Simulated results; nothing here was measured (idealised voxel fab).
process module | voxel self aligned contacts
cross-section cut | 235 nm wide | cells 5 nm
A cross-section is a grid of square cells, given in bands from the top down. A band is one or more rows of cells.
Each band's line starts with the height of the band's top and of its bottom, in nm. Then come its materials from left to right, each with its width in nm. One material with "throughout" fills the band from edge to edge. "air" is empty space.
Height 0 is the level under which the wafer as received is all one material. The lowest band goes on downwards, as in "0 down".
A width such as "30 to 40" changes by the same amount from each row of cells to the next, from the band's top row to its bottom row.
"no change" after a step means that no cell of the cross-section changed.
closed voids: empty space of 8 cells or more with no open way to the top, each as width x height at its distance from the left edge, in nm
after a step's settings: what the simulator itself notes on the step
overlay nm, on a step with a mask: how far to the right of its planned place the mask lay; to the left if negative
plan
1 op RECEIVE | material Si
2 op OXIDIZE | depth nm 5
3 op DIRECTIONAL_DEP | material polySi | thk nm 20
4 op DIRECTIONAL_DEP | material SiN | thk nm 15
5 op DIRECTIONAL_DEP | material aC | thk nm 15
6 op PATTERN | tone cover | mask id GATE | material resist | width nm 35 | pitch nm 60 | thk nm 30 | overlay nm 0
7 op DIRECTIONAL_ETCH | etch materials aC | depth nm 15
8 op STRIP | etch materials resist
9 op DIRECTIONAL_ETCH | etch materials SiN | depth nm 15
10 op DIRECTIONAL_ETCH | etch materials polySi | depth nm 20
11 op STRIP | etch materials aC
12 op CONFORMAL_DEP | material SiN | thk nm 5
13 op DIRECTIONAL_ETCH | etch materials SiN | depth nm 5
14 op FILL_DEP | material SiO2 | thk nm 10
15 op CMP | height nm 40
16 op DIRECTIONAL_DEP | material aC | thk nm 10
17 op PATTERN | tone open | mask id CONTACT | material resist | width nm 35 | thk nm 30 | overlay nm 0
18 op DIRECTIONAL_ETCH | etch materials aC | depth nm 10
19 op STRIP | etch materials resist
20 op DIRECTIONAL_ETCH | etch materials SiO2 | depth nm 45
21 op STRIP | etch materials aC
22 op CONFORMAL_DEP | material TiN | thk nm 5
23 op FILL_DEP | material Ru | thk nm 10
24 op CMP | height nm 40
25 op CONFORMAL_DEP | material SiN | thk nm 5
as received, after step 1
  0 down: Si throughout
  closed voids: none
first wafer at the end, as planned
  45 to 40: SiN throughout
  40 to 35: SiO2 100 | TiN 15 | Ru 5 | TiN 15 | SiO2 100
  35 to 20: SiO2 65 | SiN 45 | TiN 5 | Ru 5 | TiN 5 | SiN 45 | SiO2 65
  20 to 0: SiO2 65 | SiN 5 | polySi 35 | SiN 5 | TiN 5 | Ru 5 | TiN 5 | SiN 5 | polySi 35 | SiN 5 | SiO2 65
  0 to -5: SiO2 110 | TiN 15 | SiO2 110
  -5 down: Si throughout
  closed voids: none
second wafer at the end: like start, like plan, one mistake
  45 to 40: SiN throughout
  40 to 35: SiO2 100 | TiN 10 | Ru 15 | TiN 10 | SiO2 100
  35 to 20: SiO2 70 | SiN 35 | TiN 5 | Ru 15 | TiN 5 | SiN 35 | SiO2 70
  20 to 0: SiO2 70 | polySi 35 | TiN 5 | Ru 15 | TiN 5 | polySi 35 | SiO2 70
  0 to -5: SiO2 105 | TiN 25 | SiO2 105
  -5 down: Si throughout
  closed voids: none
what went wrong: step 12 ran as: op CONFORMAL_DEP | material SiO2 | thk nm 5
at the end the second wafer has, in cells: 16 more of Ru | 28 fewer of SiN | 12 more of SiO2
